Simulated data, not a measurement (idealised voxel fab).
Proc. module: voxel gate over fins
We display cut, a cross-section 195 nm in width whose square cells are each 5 nm.
Cross-section layout: square cells on a grid; listed as bands, top to bottom; a band spans one or more cell rows.
In this notation a band is specified by the heights of its top and bottom, in that order and in nm, after which its materials appear from left to right, each paired with its width in nm. The word "edge to edge" attached to a single material means that material fills the band from edge to edge; the word "empty" stands for empty space.
The reference from which all heights are counted is 0, the level beneath which the as-received wafer is entirely one material; the lowest band, having no lower bound, proceeds downward and is written after the example "0 nm and below".
Think of "30->40" as a width that walks from the first number to the second as you go down the band, top row to bottom row, taking equal-sized steps from row to row.
You'll sometimes find "same as before" written for a step, and that's the way of saying that nowhere in the cross-section did a cell change during that step.
In "Fully sealed cavities" the enclosed voids are listed, meaning empty spaces of 8 cells or larger without any opening to the top. The form is width x height at distance, distance from the left edge, units nm.
If you see something after the settings on a step's line, that's the simulator's own remark about that step.
overlay nm: on a step with a mask, how far right of its planned place the mask lay; negative means left.

**Below is the list of planned process steps**
step 1: RECEIVE with material Si
step 2: CONFORMAL_DEP with material SiN, thk nm 5
step 3: PATTERN with tone cover, mask id FINS, material resist, width nm 15, pitch nm 40, thk nm 20, overlay nm -15
step 4: DIRECTIONAL_ETCH with etch materials SiN, depth nm 5
step 5: DIRECTIONAL_ETCH with etch materials Si, depth nm 35
step 6: STRIP with etch materials resist
step 7: OXIDIZE with depth nm 5
step 8: FILL_DEP with material SiO2, thk nm 15
step 9: CMP with height nm 5
step 10: SELECTIVE_ETCH with etch materials SiO2, depth nm 20
step 11: STRIP with etch materials SiN
step 12: CONFORMAL_DEP with material HfO2, thk nm 5
step 13: CONFORMAL_DEP with material TiN, thk nm 5
step 14: FILL_DEP with material W, thk nm 15
step 15: CMP with height nm 20
step 16: CONFORMAL_DEP with material SiCN, thk nm 10
The wafers are alike at the start. At step 3, their overlay nm differs. The plan lists the first wafer's value.

**Cut through the first of several wafers as received, post step 1**
* 0 nm and below = Si edge to edge
* Fully sealed cavities: none

**Here is how to read the rows: every wafer has a row, and it shows the wafer at the end of the module, giving for each material how many cells were gained (+) or lost (-) since the wafer was received, then listing its closed voids**
overlay nm -15; +51 HfO2; -296 Si; +78 SiCN; +185 SiO2; +51 TiN; +165 W; Fully sealed cavities: none
overlay nm -10; +51 HfO2; -296 Si; +78 SiCN; +185 SiO2; +51 TiN; +165 W; Fully sealed cavities: none
overlay nm -5; +51 HfO2; -296 Si; +78 SiCN; +185 SiO2; +51 TiN; +165 W; Fully sealed cavities: none
overlay nm 0; +51 HfO2; -296 Si; +78 SiCN; +185 SiO2; +51 TiN; +165 W; Fully sealed cavities: none
overlay nm 5; +51 HfO2; -296 Si; +78 SiCN; +185 SiO2; +51 TiN; +165 W; Fully sealed cavities: none
overlay nm 10; +51 HfO2; -296 Si; +78 SiCN; +185 SiO2; +51 TiN; +165 W; Fully sealed cavities: none
overlay nm 15; +51 HfO2; -296 Si; +78 SiCN; +185 SiO2; +51 TiN; +165 W; Fully sealed cavities: none
